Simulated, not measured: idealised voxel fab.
process module | voxel self aligned contacts
cross-section cut | 250 nm wide | cells 5 nm
A cross-section is a grid of square cells, given in bands from the top down. A band is one or more rows of cells.
Each band's line starts with the height of the band's top and of its bottom, in nm. Then come its materials from left to right, each with its width in nm. One material with "throughout" fills the band from edge to edge. "air" is empty space.
Height 0 is the level under which the wafer as received is all one material. The lowest band goes on downwards, as in "0 down".
A width such as "30 to 40" changes by the same amount from each row of cells to the next, from the band's top row to its bottom row.
"no change" after a step means that no cell of the cross-section changed.
closed voids: empty space of 8 cells or more with no open way to the top, each as width x height at its distance from the left edge, in nm
after a step's settings: what the simulator itself notes on the step
overlay nm, on a step with a mask: how far to the right of its planned place the mask lay; to the left if negative
plan
1 op RECEIVE | material Si
2 op OXIDIZE | depth nm 5
3 op DIRECTIONAL_DEP | material polySi | thk nm 25
4 op DIRECTIONAL_DEP | material SiN | thk nm 20
5 op MASKED_ETCH | tone cover | mask id GATE | width nm 25 | pitch nm 70 | etch materials SiN | depth nm 20 | overlay nm 0
6 op MASKED_ETCH | tone cover | mask id GATE | width nm 25 | pitch nm 70 | etch materials polySi | depth nm 25 | overlay nm 0
7 op CONFORMAL_DEP | material SiN | thk nm 10
8 op DIRECTIONAL_ETCH | etch materials SiN | depth nm 10
9 op FILL_DEP | material SiO2 | thk nm 15
10 op CMP | height nm 50
11 op PATTERN | tone open | mask id CONTACT | material resist | width nm 55 | thk nm 20 | overlay nm 0
12 op DIRECTIONAL_ETCH | etch materials SiO2 | depth nm 55
13 op STRIP | etch materials resist
14 op CONFORMAL_DEP | material TiN | thk nm 5
15 op FILL_DEP | material Ru | thk nm 10
16 op CMP | height nm 50
17 op CONFORMAL_DEP | material SiN | thk nm 5
varied across the wafers: depth nm of step 2. The plan shows the first wafer's value. All wafers start alike
first wafer as received, after step 1
  0 down: Si throughout
  closed voids: none
first wafer at the end, after step 17
  55 to 50: SiN throughout
  50 to 45: SiO2 95 | TiN 20 | Ru 15 | TiN 20 | SiO2 100
  45 to 25: SiO2 65 | SiN 45 | TiN 5 | Ru 15 | TiN 5 | SiN 45 | SiO2 70
  25 to 0: SiO2 65 | SiN 10 | polySi 25 | SiN 10 | TiN 5 | Ru 15 | TiN 5 | SiN 10 | polySi 25 | SiN 10 | SiO2 70
  0 to -5: SiO2 110 | TiN 25 | SiO2 115
  -5 down: Si throughout
  closed voids: none
last wafer at the end
  55 to 50: SiN throughout
  50 to 45: SiO2 95 | TiN 20 | Ru 15 | TiN 20 | SiO2 100
  45 to 25: SiO2 65 | SiN 45 | TiN 5 | Ru 15 | TiN 5 | SiN 45 | SiO2 70
  25 to 0: SiO2 65 | SiN 10 | polySi 25 | SiN 10 | TiN 5 | Ru 15 | TiN 5 | SiN 10 | polySi 25 | SiN 10 | SiO2 70
  0 to -5: SiO2 110 | TiN 25 | SiO2 115
  -5 to -20: SiO2 throughout
  -20 down: Si throughout
  closed voids: none
each wafer at the end: cells of each material gained (+) or lost (-) since it was received, then its closed voids
depth nm 5 | +30 Ru | -50 Si | +162 SiN | +327 SiO2 | +31 TiN | +50 polySi | closed voids: none
depth nm 10 | +30 Ru | -100 Si | +162 SiN | +377 SiO2 | +31 TiN | +50 polySi | closed voids: none
depth nm 15 | +30 Ru | -150 Si | +162 SiN | +427 SiO2 | +31 TiN | +50 polySi | closed voids: none
depth nm 20 | +30 Ru | -200 Si | +162 SiN | +477 SiO2 | +31 TiN | +50 polySi | closed voids: none
